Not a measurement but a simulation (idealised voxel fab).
A process module follows: voxel spacer lines.
Shown is cross-section cut, with a width of 205 nm and square cells of size 5 nm.
If you're reading a cross-section in this doc, picture square cells in a grid; it comes to you as bands, top ones listed first down to the bottom, and a band can be one or more rows of cells.
For a band, the entry starts with two heights in nm, that of the top and then that of the bottom, and carries on with the band's materials in order from left to right, each alongside its width in nm; the word "everywhere" beside a single material means it fills the band edge to edge, and "blank" means empty space.
Height is counted from the level 0, under which the received wafer is composed throughout of one material. The lowest of the bands is not closed at the bottom but continues downward, in the notation "0 down".
The expression "30->40" gives the width at the extremes of the band, the first number at its top row of cells and the second at its bottom row, with the width changing by equal amounts from each row to the next in between.
You'll sometimes find "nothing different" written for a step, and that's the way of saying that nowhere in the cross-section did a cell change during that step.
"Enclosed void listing" - sealed voids, min. 8 cells, no opening to top; format: width x height at distance (distance from left edge; nm throughout).
What comes after the settings on a step's line is commentary from the simulator itself on that step.
What "overlay nm" on a step's line means: if the step has a mask, that mask lay this far to the right of its planned place, or, when the value is negative, to the left.
Process steps (planned)
1) RECEIVE,material Si
2) CONFORMAL_DEP,material Al2O3,thk nm 10
3) DIRECTIONAL_DEP,material SiN,thk nm 20
4) DIRECTIONAL_DEP,material polySi,thk nm 20
5) PATTERN,tone cover,mask id MANDREL,material resist,width nm 20,pitch nm 70,thk nm 30,overlay nm 0
6) DIRECTIONAL_ETCH,etch materials polySi,depth nm 20
7) STRIP,etch materials resist
8) CONFORMAL_DEP,material SiO2,thk nm 15
9) DIRECTIONAL_ETCH,etch materials SiO2,depth nm 15
10) STRIP,etch materials polySi
11) DIRECTIONAL_ETCH,etch materials SiN,depth nm 20
12) STRIP,etch materials SiO2
Cross-section: wafer on arrival = after step 1
	0 down = Si everywhere
	Enclosed void listing: none
Cross-sectional result after module completion. Note: starting condition and plan are unchanged from above; one processing mistake was made
	20 to 0 = blank=5; SiN=15; blank=20; SiN=15; blank=20; SiN=15; blank=20; SiN=15; blank=20; SiN=15; blank=20; SiN=15; blank=10
	0 down = Si everywhere
	Enclosed void listing: none
Want to know what went wrong? with respect to the plan, step 2 was omitted and not executed
